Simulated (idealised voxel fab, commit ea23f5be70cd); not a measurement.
process module | voxel air gaps
Section shown: cut. Width: 255 nm. Cell size: 5 nm, square.
Reading order for cross-sections: top band down to bottom band. Underlying form: a grid of square cells. Band size: one or more rows of cells.
Band: top and bottom heights (nm) first, top before bottom; then materials from left to right, widths in nm. "throughout" marks a sole material filling the band edge to edge. "blank" denotes empty space.
Zero point of the height axis is 0; under it, received wafer = one material. Lowest band: continues down indefinitely, "0 -> down".
Per-row width for "30 to 40": begins at first number (top row of band), ends at second number (bottom row), increment between rows held constant.
"remained the same" after a step means that no cell of the cross-section changed.
The entry titled "Enclosed internal voids" provides the empty spaces that have no open way to the top, restricted to those of 8 cells or more. Each is presented as width x height at distance, the distance being measured from the left edge, with all three in nm.
Step line, after settings: the simulator's comment on this step.
A step line may carry the setting "overlay nm", which, for steps involving a mask, states the distance by which the mask lay to the right of its intended position; negative values denote displacement to the left.

These are the steps we planned for the process:
1. RECEIVE,material Si
2. CONFORMAL_DEP,material SiO2,thk nm 15
3. CONFORMAL_DEP,material SiN,thk nm 5
4. DIRECTIONAL_DEP,material SiO2,thk nm 35
5. MASKED_ETCH,tone open,mask id LINES,width nm 15,pitch nm 45,etch materials SiO2,depth nm 35,overlay nm 0
6. CONFORMAL_DEP,material TiN,thk nm 5
7. FILL_DEP,material W,thk nm 10
8. CMP,height nm 55
9. EPI,material Ru,thk nm 10
10. SELECTIVE_ETCH,etch materials SiO2,depth nm 45
11. CONFORMAL_DEP,material SiN,thk nm 5

Step 1 complete: cross-section of the wafer as received:
    0 -> down  Si throughout
    Enclosed internal voids: none

Module complete - cross-section of the first of two wafers, run according to plan:
    70 -> 65  blank 35 nm / SiN 180 nm / blank 40 nm
    65 -> 55  blank 35 nm / SiN 5 nm / Ru 35 nm / SiN 10 nm / Ru 35 nm / SiN 10 nm / Ru 35 nm / SiN 10 nm / Ru 35 nm / SiN 5 nm / blank 40 nm
    55 -> 50  blank 35 nm / SiN 15 nm / TiN 5 nm / W 5 nm / TiN 5 nm / SiN 30 nm / TiN 5 nm / W 5 nm / TiN 5 nm / SiN 30 nm / TiN 5 nm / W 5 nm / TiN 5 nm / SiN 30 nm / TiN 5 nm / W 5 nm / TiN 5 nm / SiN 15 nm / blank 40 nm
    50 -> 25  blank 45 nm / SiN 5 nm / TiN 5 nm / W 5 nm / TiN 5 nm / SiN 5 nm / blank 20 nm / SiN 5 nm / TiN 5 nm / W 5 nm / TiN 5 nm / SiN 5 nm / blank 20 nm / SiN 5 nm / TiN 5 nm / W 5 nm / TiN 5 nm / SiN 5 nm / blank 20 nm / SiN 5 nm / TiN 5 nm / W 5 nm / TiN 5 nm / SiN 5 nm / blank 50 nm
    25 -> 20  SiN 50 nm / TiN 15 nm / SiN 30 nm / TiN 15 nm / SiN 30 nm / TiN 15 nm / SiN 30 nm / TiN 15 nm / SiN 55 nm
    20 -> 15  SiN throughout
    15 -> 0  SiO2 throughout
    0 -> down  Si throughout
    Enclosed internal voids: 20 x 25 at 70; 20 x 25 at 115; 20 x 25 at 160

Wafer two cross-section, module end. Start and plan unchanged from wafer one; one mistake made during the run:
    70 -> 65  SiN throughout
    65 -> 55  Ru throughout
    55 -> 25  W 45 nm / TiN 5 nm / SiO2 15 nm / TiN 5 nm / W 20 nm / TiN 5 nm / SiO2 15 nm / TiN 5 nm / W 20 nm / TiN 5 nm / SiO2 15 nm / TiN 5 nm / W 20 nm / TiN 5 nm / SiO2 15 nm / TiN 5 nm / W 50 nm
    25 -> 20  TiN 50 nm / SiO2 15 nm / TiN 30 nm / SiO2 15 nm / TiN 30 nm / SiO2 15 nm / TiN 30 nm / SiO2 15 nm / TiN 55 nm
    20 -> 15  SiN throughout
    15 -> 0  SiO2 throughout
    0 -> down  Si throughout
    Enclosed internal voids: none
Where did the run depart from the plan? step 5 ran differently from the plan; actual operation with settings: MASKED_ETCH,tone cover,mask id LINES,width nm 15,pitch nm 45,etch materials SiO2,depth nm 35,overlay nm 0
Final tally in cells, some materials are higher or lower on the second wafer than on the first: 46 more of Ru | 104 fewer of SiN | 84 more of SiO2 | 27 more of TiN | 162 more of W
At process end, closed voids number 3 in the first wafer and 0 in the second wafer.
